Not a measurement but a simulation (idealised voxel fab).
A process module follows: voxel fin reveal.
This is section cut - it's 290 nm across, gridded in 5 nm square cells.
Cross-section, as written here: a square-cell grid given band by band from the top down, where a band holds one or more rows of cells. Basically the band line says how high the top is and how high the bottom is, in nm, and then what's in it from left to right, every material with its width in nm. Empty space shows up as "blank", and if a single material carries "edge to edge" it runs the full band edge to edge. A quick word on heights: they are counted from 0, and under that level the wafer as it came to us is one material throughout. The lowest band is different from the rest in having no bottom; it simply continues downward, written as in "0 -> down". Width spec "30 to 40" -> top row of cells at first value, bottom row at second value, equal per-row change in between. For the purposes of this document, the phrase "no alteration" attached to a step denotes that no cell within the cross-section was modified by that step. Reported under the label "Sealed void inventory" are the empty spaces having no open way to the top and comprising 8 cells or more; the notation for each is width x height at distance, in which the distance is measured from the left edge and all three values are in nm. Post-settings text on a step line: simulator's own remark regarding the step. overlay nm: how far to the right of its planned place the mask lay on this masked step (negative: to the left).
[Listed below are the process steps as planned]
1. RECEIVE | material Si
2. CONFORMAL_DEP | material SiN | thk nm 10
3. DIRECTIONAL_DEP | material aC | thk nm 15
4. PATTERN | tone cover | mask id FINS | material resist | width nm 15 | pitch nm 35 | thk nm 30 | overlay nm 0
5. DIRECTIONAL_ETCH | etch materials aC | depth nm 15
6. STRIP | etch materials resist
7. DIRECTIONAL_ETCH | etch materials SiN | depth nm 10
8. DIRECTIONAL_ETCH | etch materials Si | depth nm 35
9. STRIP | etch materials aC
10. OXIDIZE | depth nm 5
11. FILL_DEP | material SiO2 | thk nm 5
12. CMP | height nm 10
13. SELECTIVE_ETCH | etch materials SiO2 | depth nm 35
14. STRIP | etch materials SiN
15. CONFORMAL_DEP | material SiO2 | thk nm 5
[Shown in cross-section is the wafer as received, that is, as it stands after step 1]
> 0 -> down = Si edge to edge
> Sealed void inventory: none
[The module was run from the start shown above using the plan shown above, but one mistake was made doing it; the resulting wafer cross-section is below]
> 5 -> 0 = blank: 85 | SiO2: 20 | blank: 15 | SiO2: 20 | blank: 15 | SiO2: 20 | blank: 15 | SiO2: 20 | blank: 80
> 0 -> -20 = blank: 85 | SiO2: 5 | Si: 10 | SiO2: 5 | blank: 15 | SiO2: 5 | Si: 10 | SiO2: 5 | blank: 15 | SiO2: 5 | Si: 10 | SiO2: 5 | blank: 15 | SiO2: 5 | Si: 10 | SiO2: 5 | blank: 80
> -20 -> -40 = SiO2: 90 | Si: 10 | SiO2: 25 | Si: 10 | SiO2: 25 | Si: 10 | SiO2: 25 | Si: 10 | SiO2: 85
> -40 -> down = Si edge to edge
> Sealed void inventory: none
What broke from the plan during processing? step 4: run off-plan, actual operation and settings PATTERN | tone cover | mask id FINS | material resist | width nm 20 | pitch nm 35 | thk nm 30 | overlay nm 0
